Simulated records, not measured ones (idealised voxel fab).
process module | voxel self aligned contacts
cross-section cut | 250 nm wide | cells 5 nm
A cross-section is a grid of square cells, given in bands from the top down. A band is one or more rows of cells.
Each band's line starts with the height of the band's top and of its bottom, in nm. Then come its materials from left to right, each with its width in nm. One material with "throughout" fills the band from edge to edge. "air" is empty space.
Height 0 is the level under which the wafer as received is all one material. The lowest band goes on downwards, as in "0 down".
A width such as "30 to 40" changes by the same amount from each row of cells to the next, from the band's top row to its bottom row.
"no change" after a step means that no cell of the cross-section changed.
closed voids: empty space of 8 cells or more with no open way to the top, each as width x height at its distance from the left edge, in nm
after a step's settings: what the simulator itself notes on the step
overlay nm, on a step with a mask: how far to the right of its planned place the mask lay; to the left if negative
plan
1 op RECEIVE | material Si
2 op CONFORMAL_DEP | material SiO2 | thk nm 5
3 op DIRECTIONAL_DEP | material polySi | thk nm 20
4 op DIRECTIONAL_DEP | material SiN | thk nm 20
5 op DIRECTIONAL_DEP | material aC | thk nm 15
6 op PATTERN | tone cover | mask id GATE | material resist | width nm 35 | pitch nm 70 | thk nm 35 | overlay nm -15
7 op DIRECTIONAL_ETCH | etch materials aC | depth nm 15
8 op STRIP | etch materials resist
9 op DIRECTIONAL_ETCH | etch materials SiN | depth nm 20
10 op DIRECTIONAL_ETCH | etch materials polySi | depth nm 20
11 op STRIP | etch materials aC
12 op CONFORMAL_DEP | material SiN | thk nm 5
13 op DIRECTIONAL_ETCH | etch materials SiN | depth nm 5
14 op FILL_DEP | material SiO2 | thk nm 10
15 op CMP | height nm 50
16 op DIRECTIONAL_DEP | material aC | thk nm 15
17 op PATTERN | tone open | mask id CONTACT | material resist | width nm 55 | thk nm 30 | overlay nm 0
18 op DIRECTIONAL_ETCH | etch materials aC | depth nm 15
19 op STRIP | etch materials resist
20 op DIRECTIONAL_ETCH | etch materials SiO2 | depth nm 50
21 op STRIP | etch materials aC
22 op CONFORMAL_DEP | material TiN | thk nm 5
23 op FILL_DEP | material W | thk nm 10
24 op CMP | height nm 50
25 op CONFORMAL_DEP | material SiCN | thk nm 5
varied across the wafers: overlay nm of step 6. The plan shows the first wafer's value. All wafers start alike
first wafer as received, after step 1
  0 down: Si throughout
  closed voids: none
first wafer at the end, after step 25
  55 to 50: SiCN throughout
  50 to 45: SiO2 95 | TiN 5 | W 15 | TiN 35 | SiO2 100
  45 to 25: SiO2 50 | SiN 45 | TiN 5 | W 15 | TiN 5 | SiN 45 | SiO2 85
  25 to 5: SiO2 50 | SiN 5 | polySi 35 | SiN 5 | TiN 5 | W 15 | TiN 5 | SiN 5 | polySi 35 | SiN 5 | SiO2 85
  5 to 0: SiO2 95 | TiN 25 | SiO2 130
  0 down: Si throughout
  closed voids: none
last wafer at the end
  55 to 50: SiCN throughout
  50 to 45: SiO2 95 | TiN 35 | W 15 | TiN 5 | SiO2 100
  45 to 25: SiO2 80 | SiN 45 | TiN 5 | W 15 | TiN 5 | SiN 45 | SiO2 55
  25 to 5: SiO2 80 | SiN 5 | polySi 35 | SiN 5 | TiN 5 | W 15 | TiN 5 | SiN 5 | polySi 35 | SiN 5 | SiO2 55
  5 to 0: SiO2 125 | TiN 25 | SiO2 100
  0 down: Si throughout
  closed voids: none
each wafer at the end: cells of each material gained (+) or lost (-) since it was received, then its closed voids
overlay nm -15 | +50 SiCN | +88 SiN | +300 SiO2 | +29 TiN | +27 W | +56 polySi | closed voids: none
overlay nm -10 | +50 SiCN | +88 SiN | +300 SiO2 | +29 TiN | +27 W | +56 polySi | closed voids: none
overlay nm -5 | +50 SiCN | +88 SiN | +300 SiO2 | +29 TiN | +27 W | +56 polySi | closed voids: none
overlay nm 0 | +50 SiCN | +88 SiN | +300 SiO2 | +29 TiN | +27 W | +56 polySi | closed voids: none
overlay nm 5 | +50 SiCN | +88 SiN | +300 SiO2 | +29 TiN | +27 W | +56 polySi | closed voids: none
overlay nm 10 | +50 SiCN | +88 SiN | +300 SiO2 | +29 TiN | +27 W | +56 polySi | closed voids: none
overlay nm 15 | +50 SiCN | +88 SiN | +300 SiO2 | +29 TiN | +27 W | +56 polySi | closed voids: none
